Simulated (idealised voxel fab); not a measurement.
process module | voxel capacitor over wiring
cross-section cut | 285 nm wide | cells 5 nm
A cross-section is a grid of square cells, given in bands from the top down. A band is one or more rows of cells.
Each band's line starts with the height of the band's top and of its bottom, in nm. Then come its materials from left to right, each with its width in nm. One material with "throughout" fills the band from edge to edge. "air" is empty space.
Height 0 is the level under which the wafer as received is all one material. The lowest band goes on downwards, as in "0 down".
A width such as "30 to 40" changes by the same amount from each row of cells to the next, from the band's top row to its bottom row.
"no change" after a step means that no cell of the cross-section changed.
closed voids: empty space of 8 cells or more with no open way to the top, each as width x height at its distance from the left edge, in nm
after a step's settings: what the simulator itself notes on the step
overlay nm, on a step with a mask: how far to the right of its planned place the mask lay; to the left if negative
plan
1 op RECEIVE | material Si
2 op CONFORMAL_DEP | material SiO2 | thk nm 15
3 op CONFORMAL_DEP | material SiCN | thk nm 5
4 op DIRECTIONAL_DEP | material SiO2 | thk nm 20
5 op DIRECTIONAL_DEP | material aC | thk nm 10
6 op PATTERN | tone open | mask id METAL_1 | material resist | width nm 20 | pitch nm 75 | thk nm 30 | overlay nm 0
7 op DIRECTIONAL_ETCH | etch materials aC | depth nm 10
8 op STRIP | etch materials resist
9 op DIRECTIONAL_ETCH | etch materials SiO2 | depth nm 20
10 op DIRECTIONAL_ETCH | etch materials SiCN | depth nm 5
11 op STRIP | etch materials aC
12 op CONFORMAL_DEP | material TiN | thk nm 5
13 op FILL_DEP | material Cu | thk nm 10
14 op CMP | height nm 40
15 op EPI | material Ru | thk nm 5
16 op FILL_DEP | material SiCN | thk nm 5
17 op DIRECTIONAL_DEP | material lowk | thk nm 10
18 op PATTERN | tone open | mask id PLUG_1 | material resist | width nm 15 | thk nm 15 | overlay nm 0
19 op DIRECTIONAL_ETCH | etch materials lowk | depth nm 10
20 op DIRECTIONAL_ETCH | etch materials SiCN | depth nm 5
21 op STRIP | etch materials resist
22 op CONFORMAL_DEP | material TiN | thk nm 5
23 op FILL_DEP | material W | thk nm 5
24 op CMP | height nm 60
25 op DIRECTIONAL_DEP | material TiN | thk nm 5
26 op DIRECTIONAL_DEP | material HfO2 | thk nm 5
27 op DIRECTIONAL_DEP | material TiN | thk nm 5
28 op PATTERN | tone cover | mask id UPPER_PLATE | material resist | width nm 60 | thk nm 15 | overlay nm 0
29 op DIRECTIONAL_ETCH | etch materials TiN | depth nm 5
30 op DIRECTIONAL_ETCH | etch materials HfO2 | depth nm 5
31 op STRIP | etch materials resist
32 op MASKED_ETCH | tone cover | mask id LOWER_PLATE | width nm 70 | etch materials TiN | depth nm 5 | overlay nm 0
33 op FILL_DEP | material SiO2 | thk nm 20
34 op CMP | height nm 90
35 op DIRECTIONAL_DEP | material aC | thk nm 10
36 op PATTERN | tone open | mask id PLUG_2 | material resist | width nm 15 | thk nm 30 | overlay nm 0
37 op DIRECTIONAL_ETCH | etch materials aC | depth nm 10
38 op STRIP | etch materials resist
39 op DIRECTIONAL_ETCH | etch materials SiO2 | depth nm 15
40 op STRIP | etch materials aC
41 op CONFORMAL_DEP | material TiN | thk nm 5
42 op FILL_DEP | material W | thk nm 5
43 op CMP | height nm 90
44 op CONFORMAL_DEP | material SiN | thk nm 5
first wafer, as planned
as received, after step 1
  0 down: Si throughout
  closed voids: none
after step 2
  15 to 0: SiO2 throughout
  below 0: unchanged
after step 3
  20 to 15: SiCN throughout
  below 15: unchanged
after step 4
  40 to 20: SiO2 throughout
  below 20: unchanged
after step 5
  50 to 40: aC throughout
  below 40: unchanged
after step 6
  80 to 50: resist 95 | air 20 | resist 55 | air 20 | resist 95
  below 50: unchanged
after step 7
  70 to 50: resist 95 | air 20 | resist 55 | air 20 | resist 95
  50 to 40: aC 95 | air 20 | aC 55 | air 20 | aC 95
  below 40: unchanged
after step 8
  50 to 40: aC 95 | air 20 | aC 55 | air 20 | aC 95
  below 40: unchanged
after step 9
  50 to 40: aC 95 | air 20 | aC 55 | air 20 | aC 95
  40 to 20: SiO2 95 | air 20 | SiO2 55 | air 20 | SiO2 95
  below 20: unchanged
after step 10
  50 to 40: aC 95 | air 20 | aC 55 | air 20 | aC 95
  40 to 20: SiO2 95 | air 20 | SiO2 55 | air 20 | SiO2 95
  20 to 15: SiCN 95 | air 20 | SiCN 55 | air 20 | SiCN 95
  below 15: unchanged
after step 11
  40 to 20: SiO2 95 | air 20 | SiO2 55 | air 20 | SiO2 95
  below 20: unchanged
after step 12
  45 to 40: TiN 100 | air 10 | TiN 65 | air 10 | TiN 100
  40 to 20: SiO2 95 | TiN 5 | air 10 | TiN 5 | SiO2 55 | TiN 5 | air 10 | TiN 5 | SiO2 95
  20 to 15: SiCN 95 | TiN 20 | SiCN 55 | TiN 20 | SiCN 95
  below 15: unchanged
after step 13
  55 to 45: Cu throughout
  45 to 40: TiN 100 | Cu 10 | TiN 65 | Cu 10 | TiN 100
  40 to 20: SiO2 95 | TiN 5 | Cu 10 | TiN 5 | SiO2 55 | TiN 5 | Cu 10 | TiN 5 | SiO2 95
  below 20: unchanged
after step 14
  40 to 20: SiO2 95 | TiN 5 | Cu 10 | TiN 5 | SiO2 55 | TiN 5 | Cu 10 | TiN 5 | SiO2 95
  below 20: unchanged
after step 15
  45 to 40: air 90 | Ru 30 | air 45 | Ru 30 | air 90
  below 40: unchanged
after step 16
  50 to 45: SiCN throughout
  45 to 40: SiCN 90 | Ru 30 | SiCN 45 | Ru 30 | SiCN 90
  below 40: unchanged
after step 17
  60 to 50: lowk throughout
  below 50: unchanged
after step 18
  75 to 60: resist 100 | air 15 | resist 170
  below 60: unchanged
after step 19
  75 to 60: resist 100 | air 15 | resist 170
  60 to 50: lowk 100 | air 15 | lowk 170
  below 50: unchanged
after step 20
  75 to 60: resist 100 | air 15 | resist 170
  60 to 50: lowk 100 | air 15 | lowk 170
  50 to 45: SiCN 100 | air 15 | SiCN 170
  below 45: unchanged
after step 21
  60 to 50: lowk 100 | air 15 | lowk 170
  below 50: unchanged
after step 22
  65 to 60: TiN 105 | air 5 | TiN 175
  60 to 50: lowk 100 | TiN 5 | air 5 | TiN 5 | lowk 170
  50 to 45: SiCN 100 | TiN 15 | SiCN 170
  below 45: unchanged
after step 23
  70 to 65: W throughout
  65 to 60: TiN 105 | W 5 | TiN 175
  60 to 50: lowk 100 | TiN 5 | W 5 | TiN 5 | lowk 170
  below 50: unchanged
after step 24
  60 to 50: lowk 100 | TiN 5 | W 5 | TiN 5 | lowk 170
  below 50: unchanged
after step 25
  65 to 60: TiN throughout
  below 60: unchanged
after step 26
  70 to 65: HfO2 throughout
  below 65: unchanged
after step 27
  75 to 70: TiN throughout
  below 70: unchanged
after step 28
  90 to 75: air 100 | resist 60 | air 125
  below 75: unchanged
after step 29
  90 to 75: air 100 | resist 60 | air 125
  75 to 70: air 100 | TiN 60 | air 125
  below 70: unchanged
after step 30
  90 to 75: air 100 | resist 60 | air 125
  75 to 70: air 100 | TiN 60 | air 125
  70 to 65: air 100 | HfO2 60 | air 125
  below 65: unchanged
after step 31
  75 to 70: air 100 | TiN 60 | air 125
  below 70: unchanged
after step 32
  75 to 70: air 100 | TiN 60 | air 125
  70 to 65: air 100 | HfO2 60 | air 125
  65 to 60: air 95 | TiN 70 | air 120
  below 60: unchanged
after step 33
  95 to 75: SiO2 throughout
  75 to 70: SiO2 100 | TiN 60 | SiO2 125
  70 to 65: SiO2 100 | HfO2 60 | SiO2 125
  65 to 60: SiO2 95 | TiN 70 | SiO2 120
  below 60: unchanged
after step 34
  90 to 75: SiO2 throughout
  below 75: unchanged
after step 35
  100 to 90: aC throughout
  below 90: unchanged
after step 36
  130 to 100: resist 110 | air 15 | resist 160
  below 100: unchanged
after step 37
  120 to 100: resist 110 | air 15 | resist 160
  100 to 90: aC 110 | air 15 | aC 160
  below 90: unchanged
after step 38
  100 to 90: aC 110 | air 15 | aC 160
  below 90: unchanged
after step 39
  100 to 90: aC 110 | air 15 | aC 160
  90 to 75: SiO2 110 | air 15 | SiO2 160
  below 75: unchanged
after step 40
  90 to 75: SiO2 110 | air 15 | SiO2 160
  below 75: unchanged
after step 41
  95 to 90: TiN 115 | air 5 | TiN 165
  90 to 80: SiO2 110 | TiN 5 | air 5 | TiN 5 | SiO2 160
  80 to 70: SiO2 110 to 100 | TiN 15 to 60 | SiO2 160 to 125
  below 70: unchanged
after step 42
  100 to 95: W throughout
  95 to 90: TiN 115 | W 5 | TiN 165
  90 to 80: SiO2 110 | TiN 5 | W 5 | TiN 5 | SiO2 160
  below 80: unchanged
after step 43
  90 to 80: SiO2 110 | TiN 5 | W 5 | TiN 5 | SiO2 160
  below 80: unchanged
after step 44
  95 to 90: SiN throughout
  below 90: unchanged
second wafer: like start, like plan, one mistake. Through step 25 it matches the first wafer
when step 26 should have ended
  80 to 65: HfO2 throughout
  below 65: unchanged
when step 27 should have ended
  85 to 80: TiN throughout
  below 80: unchanged
when step 28 should have ended
  100 to 85: air 100 | resist 60 | air 125
  below 85: unchanged
when step 29 should have ended
  100 to 85: air 100 | resist 60 | air 125
  85 to 80: air 100 | TiN 60 | air 125
  below 80: unchanged
when step 30 should have ended
  100 to 85: air 100 | resist 60 | air 125
  85 to 80: air 100 | TiN 60 | air 125
  80 to 75: air 100 | HfO2 60 | air 125
  below 75: unchanged
when step 31 should have ended
  85 to 80: air 100 | TiN 60 | air 125
  below 80: unchanged
when step 32 should have ended: no change
when step 33 should have ended
  105 to 85: SiO2 throughout
  85 to 80: SiO2 100 | TiN 60 | SiO2 125
  80 to 75: SiO2 100 | HfO2 60 | SiO2 125
  below 75: unchanged
when step 34 should have ended
  90 to 85: SiO2 throughout
  below 85: unchanged
when step 35 should have ended
  100 to 90: aC throughout
  below 90: unchanged
when step 36 should have ended
  130 to 100: resist 110 | air 15 | resist 160
  below 100: unchanged
when step 37 should have ended
  120 to 100: resist 110 | air 15 | resist 160
  100 to 90: aC 110 | air 15 | aC 160
  below 90: unchanged
when step 38 should have ended
  100 to 90: aC 110 | air 15 | aC 160
  below 90: unchanged
when step 39 should have ended
  100 to 90: aC 110 | air 15 | aC 160
  90 to 85: SiO2 110 | air 15 | SiO2 160
  below 85: unchanged
when step 40 should have ended
  90 to 85: SiO2 110 | air 15 | SiO2 160
  below 85: unchanged
when step 41 should have ended
  95 to 90: TiN 115 | air 5 | TiN 165
  90 to 80: SiO2 110 to 100 | TiN 15 to 60 | SiO2 160 to 125
  below 80: unchanged
when step 42 should have ended
  100 to 95: W throughout
  95 to 90: TiN 115 | W 5 | TiN 165
  below 90: unchanged
when step 43 should have ended
  90 to 80: SiO2 110 to 100 | TiN 15 to 60 | SiO2 160 to 125
  below 80: unchanged
when step 44 should have ended
  95 to 90: SiN throughout
  below 90: unchanged
what went wrong: step 26 ran as: op DIRECTIONAL_DEP | material HfO2 | thk nm 15
at the end the second wafer has, in cells: 114 more of HfO2 | 151 fewer of SiO2 | 39 more of TiN | 2 fewer of W
